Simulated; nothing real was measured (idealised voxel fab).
The following process module bears the name voxel air gaps.
cross-section cut | 250 nm wide | cells 5 nm
Reading order for cross-sections: top band down to bottom band. Underlying form: a grid of square cells. Band size: one or more rows of cells.
Band: top height; bottom height; in nm. Then, left to right: material with width in nm, for each material. "throughout": a single material spanning edge to edge. "air": empty space.
Basically, 0 is our baseline, since under it the wafer straight out of the box is all one material. The bottom band has no lower end and keeps on going down, so it looks like "from 0 down".
Quick explanation for "30..40": the width changes in equal steps down the rows of cells, from the first number in the band's top row to the second number in its bottom row.
Take "nothing different" at face value: in the step it is given for, the cross-section changed in none of its cells.
Enclosed voids (no open way to top), threshold 8 cells or more, entry "Listed closed voids", notation width x height at distance, distance from left edge, nm.
Whatever follows a step's settings on its line is a remark the simulator itself makes about that step.
overlay nm: mask offset rightward from planned place, masked step; negative means leftward offset.

Steps planned for the process:
1. RECEIVE | material Si
2. CONFORMAL_DEP | material SiO2 | thk nm 10
3. CONFORMAL_DEP | material SiN | thk nm 5
4. DIRECTIONAL_DEP | material SiO2 | thk nm 30
5. PATTERN | tone open | mask id LINES | material resist | width nm 25 | pitch nm 55 | thk nm 20 | overlay nm 0
6. DIRECTIONAL_ETCH | etch materials SiO2 | depth nm 30
7. STRIP | etch materials resist
8. CONFORMAL_DEP | material TiN | thk nm 5
9. FILL_DEP | material W | thk nm 5
10. CMP | height nm 45
11. EPI | material Ru | thk nm 10
12. SELECTIVE_ETCH | etch materials SiO2 | depth nm 40
13. CONFORMAL_DEP | material SiCN | thk nm 5

First of two wafers, with the run carried out as planned:

Cross-section, incoming material, after step 1:
    from 0 down: Si throughout
    Listed closed voids: none

You're looking at a cross-section of the wafer after step 2:
    from 10 to 0: SiO2 throughout
    Note: structure below 0 unchanged.

You're looking at a cross-section of the wafer after step 3:
    from 15 to 10: SiN throughout
    Note: structure below 10 unchanged.

You're looking at a cross-section of the wafer after step 4:
    from 45 to 15: SiO2 throughout
    Note: structure below 15 unchanged.

You're looking at a cross-section of the wafer after step 5:
    from 65 to 45: 30 nm resist, then 25 nm air, then 30 nm resist, then 25 nm air, then 30 nm resist, then 25 nm air, then 30 nm resist, then 25 nm air, then 30 nm resist
    Note: structure below 45 unchanged.

You're looking at a cross-section of the wafer after step 6:
    from 65 to 45: 30 nm resist, then 25 nm air, then 30 nm resist, then 25 nm air, then 30 nm resist, then 25 nm air, then 30 nm resist, then 25 nm air, then 30 nm resist
    from 45 to 15: 30 nm SiO2, then 25 nm air, then 30 nm SiO2, then 25 nm air, then 30 nm SiO2, then 25 nm air, then 30 nm SiO2, then 25 nm air, then 30 nm SiO2
    Note: structure below 15 unchanged.

You're looking at a cross-section of the wafer after step 7:
    from 45 to 15: 30 nm SiO2, then 25 nm air, then 30 nm SiO2, then 25 nm air, then 30 nm SiO2, then 25 nm air, then 30 nm SiO2, then 25 nm air, then 30 nm SiO2
    Note: structure below 15 unchanged.

You're looking at a cross-section of the wafer after step 8:
    from 50 to 45: 35 nm TiN, then 15 nm air, then 40 nm TiN, then 15 nm air, then 40 nm TiN, then 15 nm air, then 40 nm TiN, then 15 nm air, then 35 nm TiN
    from 45 to 20: 30 nm SiO2, then 5 nm TiN, then 15 nm air, then 5 nm TiN, then 30 nm SiO2, then 5 nm TiN, then 15 nm air, then 5 nm TiN, then 30 nm SiO2, then 5 nm TiN, then 15 nm air, then 5 nm TiN, then 30 nm SiO2, then 5 nm TiN, then 15 nm air, then 5 nm TiN, then 30 nm SiO2
    from 20 to 15: 30 nm SiO2, then 25 nm TiN, then 30 nm SiO2, then 25 nm TiN, then 30 nm SiO2, then 25 nm TiN, then 30 nm SiO2, then 25 nm TiN, then 30 nm SiO2
    Note: structure below 15 unchanged.

You're looking at a cross-section of the wafer after step 9:
    from 55 to 50: W throughout
    from 50 to 45: 35 nm TiN, then 15 nm W, then 40 nm TiN, then 15 nm W, then 40 nm TiN, then 15 nm W, then 40 nm TiN, then 15 nm W, then 35 nm TiN
    from 45 to 20: 30 nm SiO2, then 5 nm TiN, then 15 nm W, then 5 nm TiN, then 30 nm SiO2, then 5 nm TiN, then 15 nm W, then 5 nm TiN, then 30 nm SiO2, then 5 nm TiN, then 15 nm W, then 5 nm TiN, then 30 nm SiO2, then 5 nm TiN, then 15 nm W, then 5 nm TiN, then 30 nm SiO2
    Note: structure below 20 unchanged.

You're looking at a cross-section of the wafer after step 10:
    from 45 to 20: 30 nm SiO2, then 5 nm TiN, then 15 nm W, then 5 nm TiN, then 30 nm SiO2, then 5 nm TiN, then 15 nm W, then 5 nm TiN, then 30 nm SiO2, then 5 nm TiN, then 15 nm W, then 5 nm TiN, then 30 nm SiO2, then 5 nm TiN, then 15 nm W, then 5 nm TiN, then 30 nm SiO2
    Note: structure below 20 unchanged.

You're looking at a cross-section of the wafer after step 11:
    from 55 to 45: 20 nm air, then 45 nm Ru, then 10 nm air, then 45 nm Ru, then 10 nm air, then 45 nm Ru, then 10 nm air, then 45 nm Ru, then 20 nm air
    Note: structure below 45 unchanged.

You're looking at a cross-section of the wafer after step 12:
    from 55 to 45: 20 nm air, then 45 nm Ru, then 10 nm air, then 45 nm Ru, then 10 nm air, then 45 nm Ru, then 10 nm air, then 45 nm Ru, then 20 nm air
    from 45 to 20: 30 nm air, then 5 nm TiN, then 15 nm W, then 5 nm TiN, then 30 nm air, then 5 nm TiN, then 15 nm W, then 5 nm TiN, then 30 nm air, then 5 nm TiN, then 15 nm W, then 5 nm TiN, then 30 nm air, then 5 nm TiN, then 15 nm W, then 5 nm TiN, then 30 nm air
    from 20 to 15: 30 nm air, then 25 nm TiN, then 30 nm air, then 25 nm TiN, then 30 nm air, then 25 nm TiN, then 30 nm air, then 25 nm TiN, then 30 nm air
    Note: structure below 15 unchanged.

You're looking at a cross-section of the wafer after step 13:
    from 60 to 55: 15 nm air, then 220 nm SiCN, then 15 nm air
    from 55 to 45: 15 nm air, then 5 nm SiCN, then 45 nm Ru, then 10 nm SiCN, then 45 nm Ru, then 10 nm SiCN, then 45 nm Ru, then 10 nm SiCN, then 45 nm Ru, then 5 nm SiCN, then 15 nm air
    from 45 to 40: 15 nm air, then 15 nm SiCN, then 5 nm TiN, then 15 nm W, then 5 nm TiN, then 30 nm SiCN, then 5 nm TiN, then 15 nm W, then 5 nm TiN, then 30 nm SiCN, then 5 nm TiN, then 15 nm W, then 5 nm TiN, then 30 nm SiCN, then 5 nm TiN, then 15 nm W, then 5 nm TiN, then 15 nm SiCN, then 15 nm air
    from 40 to 20: 25 nm air, then 5 nm SiCN, then 5 nm TiN, then 15 nm W, then 5 nm TiN, then 5 nm SiCN, then 20 nm air, then 5 nm SiCN, then 5 nm TiN, then 15 nm W, then 5 nm TiN, then 5 nm SiCN, then 20 nm air, then 5 nm SiCN, then 5 nm TiN, then 15 nm W, then 5 nm TiN, then 5 nm SiCN, then 20 nm air, then 5 nm SiCN, then 5 nm TiN, then 15 nm W, then 5 nm TiN, then 5 nm SiCN, then 25 nm air
    from 20 to 15: 30 nm SiCN, then 25 nm TiN, then 30 nm SiCN, then 25 nm TiN, then 30 nm SiCN, then 25 nm TiN, then 30 nm SiCN, then 25 nm TiN, then 30 nm SiCN
    Note: structure below 15 unchanged.
    Listed closed voids: 20 x 20 at 60; 20 x 20 at 115; 20 x 20 at 170

For the second wafer, take the first wafer's start and plan, then add one mistake made in running it; everything through step 4, that step included, is shared with the first:

Planned end of step 5: second wafer, cross-section:
    from 65 to 45: 35 nm resist, then 20 nm air, then 35 nm resist, then 20 nm air, then 35 nm resist, then 20 nm air, then 35 nm resist, then 20 nm air, then 30 nm resist
    Note: structure below 45 unchanged.

Planned end of step 6: second wafer, cross-section:
    from 65 to 45: 35 nm resist, then 20 nm air, then 35 nm resist, then 20 nm air, then 35 nm resist, then 20 nm air, then 35 nm resist, then 20 nm air, then 30 nm resist
    from 45 to 15: 35 nm SiO2, then 20 nm air, then 35 nm SiO2, then 20 nm air, then 35 nm SiO2, then 20 nm air, then 35 nm SiO2, then 20 nm air, then 30 nm SiO2
    Note: structure below 15 unchanged.

Planned end of step 7: second wafer, cross-section:
    from 45 to 15: 35 nm SiO2, then 20 nm air, then 35 nm SiO2, then 20 nm air, then 35 nm SiO2, then 20 nm air, then 35 nm SiO2, then 20 nm air, then 30 nm SiO2
    Note: structure below 15 unchanged.

Planned end of step 8: second wafer, cross-section:
    from 50 to 45: 40 nm TiN, then 10 nm air, then 45 nm TiN, then 10 nm air, then 45 nm TiN, then 10 nm air, then 45 nm TiN, then 10 nm air, then 35 nm TiN
    from 45 to 20: 35 nm SiO2, then 5 nm TiN, then 10 nm air, then 5 nm TiN, then 35 nm SiO2, then 5 nm TiN, then 10 nm air, then 5 nm TiN, then 35 nm SiO2, then 5 nm TiN, then 10 nm air, then 5 nm TiN, then 35 nm SiO2, then 5 nm TiN, then 10 nm air, then 5 nm TiN, then 30 nm SiO2
    from 20 to 15: 35 nm SiO2, then 20 nm TiN, then 35 nm SiO2, then 20 nm TiN, then 35 nm SiO2, then 20 nm TiN, then 35 nm SiO2, then 20 nm TiN, then 30 nm SiO2
    Note: structure below 15 unchanged.

Planned end of step 9: second wafer, cross-section:
    from 55 to 50: W throughout
    from 50 to 45: 40 nm TiN, then 10 nm W, then 45 nm TiN, then 10 nm W, then 45 nm TiN, then 10 nm W, then 45 nm TiN, then 10 nm W, then 35 nm TiN
    from 45 to 20: 35 nm SiO2, then 5 nm TiN, then 10 nm W, then 5 nm TiN, then 35 nm SiO2, then 5 nm TiN, then 10 nm W, then 5 nm TiN, then 35 nm SiO2, then 5 nm TiN, then 10 nm W, then 5 nm TiN, then 35 nm SiO2, then 5 nm TiN, then 10 nm W, then 5 nm TiN, then 30 nm SiO2
    Note: structure below 20 unchanged.

Planned end of step 10: second wafer, cross-section:
    from 45 to 20: 35 nm SiO2, then 5 nm TiN, then 10 nm W, then 5 nm TiN, then 35 nm SiO2, then 5 nm TiN, then 10 nm W, then 5 nm TiN, then 35 nm SiO2, then 5 nm TiN, then 10 nm W, then 5 nm TiN, then 35 nm SiO2, then 5 nm TiN, then 10 nm W, then 5 nm TiN, then 30 nm SiO2
    Note: structure below 20 unchanged.

Planned end of step 11: second wafer, cross-section:
    from 55 to 45: 25 nm air, then 40 nm Ru, then 15 nm air, then 40 nm Ru, then 15 nm air, then 40 nm Ru, then 15 nm air, then 40 nm Ru, then 20 nm air
    Note: structure below 45 unchanged.

Planned end of step 12: second wafer, cross-section:
    from 55 to 45: 25 nm air, then 40 nm Ru, then 15 nm air, then 40 nm Ru, then 15 nm air, then 40 nm Ru, then 15 nm air, then 40 nm Ru, then 20 nm air
    from 45 to 20: 35 nm air, then 5 nm TiN, then 10 nm W, then 5 nm TiN, then 35 nm air, then 5 nm TiN, then 10 nm W, then 5 nm TiN, then 35 nm air, then 5 nm TiN, then 10 nm W, then 5 nm TiN, then 35 nm air, then 5 nm TiN, then 10 nm W, then 5 nm TiN, then 30 nm air
    from 20 to 15: 35 nm air, then 20 nm TiN, then 35 nm air, then 20 nm TiN, then 35 nm air, then 20 nm TiN, then 35 nm air, then 20 nm TiN, then 30 nm air
    Note: structure below 15 unchanged.

Planned end of step 13: second wafer, cross-section:
    from 60 to 55: 20 nm air, then 50 nm SiCN, then 5 nm air, then 50 nm SiCN, then 5 nm air, then 50 nm SiCN, then 5 nm air, then 50 nm SiCN, then 15 nm air
    from 55 to 45: 20 nm air, then 5 nm SiCN, then 40 nm Ru, then 5 nm SiCN, then 5 nm air, then 5 nm SiCN, then 40 nm Ru, then 5 nm SiCN, then 5 nm air, then 5 nm SiCN, then 40 nm Ru, then 5 nm SiCN, then 5 nm air, then 5 nm SiCN, then 40 nm Ru, then 5 nm SiCN, then 15 nm air
    from 45 to 40: 20 nm air, then 15 nm SiCN, then 5 nm TiN, then 10 nm W, then 5 nm TiN, then 15 nm SiCN, then 5 nm air, then 15 nm SiCN, then 5 nm TiN, then 10 nm W, then 5 nm TiN, then 15 nm SiCN, then 5 nm air, then 15 nm SiCN, then 5 nm TiN, then 10 nm W, then 5 nm TiN, then 15 nm SiCN, then 5 nm air, then 15 nm SiCN, then 5 nm TiN, then 10 nm W, then 5 nm TiN, then 15 nm SiCN, then 15 nm air
    from 40 to 20: 30 nm air, then 5 nm SiCN, then 5 nm TiN, then 10 nm W, then 5 nm TiN, then 5 nm SiCN, then 25 nm air, then 5 nm SiCN, then 5 nm TiN, then 10 nm W, then 5 nm TiN, then 5 nm SiCN, then 25 nm air, then 5 nm SiCN, then 5 nm TiN, then 10 nm W, then 5 nm TiN, then 5 nm SiCN, then 25 nm air, then 5 nm SiCN, then 5 nm TiN, then 10 nm W, then 5 nm TiN, then 5 nm SiCN, then 25 nm air
    from 20 to 15: 35 nm SiCN, then 20 nm TiN, then 35 nm SiCN, then 20 nm TiN, then 35 nm SiCN, then 20 nm TiN, then 35 nm SiCN, then 20 nm TiN, then 30 nm SiCN
    Note: structure below 15 unchanged.
Processing error: it should be noted that step 5 was executed with settings other than those planned, the operation and settings actually applied being PATTERN | tone open | mask id LINES | material resist | width nm 20 | pitch nm 55 | thk nm 20 | overlay nm 0
The second wafer ends with more or fewer cells of some materials than the first, per final count: Ru: 8 fewer | TiN: 4 fewer | W: 20 fewer
The closed voids present at the end amount to 3 for the first wafer and 0 for the second wafer.
